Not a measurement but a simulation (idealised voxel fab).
process module | voxel fin reveal
cross-section cut | 205 nm wide | cells 5 nm
A cross-section is a grid of square cells, given in bands from the top down. A band is one or more rows of cells.
Each band's line starts with the height of the band's top and of its bottom, in nm. Then come its materials from left to right, each with its width in nm. One material with "throughout" fills the band from edge to edge. "air" is empty space.
Height 0 is the level under which the wafer as received is all one material. The lowest band goes on downwards, as in "0 down".
A width such as "30 to 40" changes by the same amount from each row of cells to the next, from the band's top row to its bottom row.
"no change" after a step means that no cell of the cross-section changed.
closed voids: empty space of 8 cells or more with no open way to the top, each as width x height at its distance from the left edge, in nm
after a step's settings: what the simulator itself notes on the step
overlay nm, on a step with a mask: how far to the right of its planned place the mask lay; to the left if negative
plan
1 op RECEIVE | material Si
2 op CONFORMAL_DEP | material SiN | thk nm 5
3 op DIRECTIONAL_DEP | material aC | thk nm 10
4 op PATTERN | tone cover | mask id FINS | material resist | width nm 15 | pitch nm 40 | thk nm 25 | overlay nm 0
5 op DIRECTIONAL_ETCH | etch materials aC | depth nm 10
6 op STRIP | etch materials resist
7 op DIRECTIONAL_ETCH | etch materials SiN | depth nm 5
8 op DIRECTIONAL_ETCH | etch materials Si | depth nm 35
9 op STRIP | etch materials aC
10 op OXIDIZE | depth nm 5
11 op FILL_DEP | material SiO2 | thk nm 5
12 op CMP | height nm 5
13 op SELECTIVE_ETCH | etch materials SiO2 | depth nm 15
14 op STRIP | etch materials SiN
15 op CONFORMAL_DEP | material SiO2 | thk nm 5
as received, after step 1
  0 down: Si throughout
  closed voids: none
first wafer at the end, as planned
  5 to 0: air 35 | SiO2 15 | air 25 | SiO2 15 | air 25 | SiO2 15 | air 25 | SiO2 15 | air 35
  0 to -5: air 35 | SiO2 5 | Si 5 | SiO2 5 | air 25 | SiO2 5 | Si 5 | SiO2 5 | air 25 | SiO2 5 | Si 5 | SiO2 5 | air 25 | SiO2 5 | Si 5 | SiO2 5 | air 35
  -5 to -40: SiO2 40 | Si 5 | SiO2 35 | Si 5 | SiO2 35 | Si 5 | SiO2 35 | Si 5 | SiO2 40
  -40 down: Si throughout
  closed voids: none
second wafer at the end: like start, like plan, one mistake
  5 to 0: air 30 | SiO2 15 | air 25 | SiO2 15 | air 25 | SiO2 15 | air 25 | SiO2 15 | air 40
  0 to -5: air 30 | SiO2 5 | Si 5 | SiO2 5 | air 25 | SiO2 5 | Si 5 | SiO2 5 | air 25 | SiO2 5 | Si 5 | SiO2 5 | air 25 | SiO2 5 | Si 5 | SiO2 5 | air 40
  -5 to -40: SiO2 35 | Si 5 | SiO2 35 | Si 5 | SiO2 35 | Si 5 | SiO2 35 | Si 5 | SiO2 45
  -40 down: Si throughout
  closed voids: none
what went wrong: step 4 ran as: op PATTERN | tone cover | mask id FINS | material resist | width nm 15 | pitch nm 40 | thk nm 25 | overlay nm -5
at the end the second wafer has, in cells: as many of each material as the first, in other places
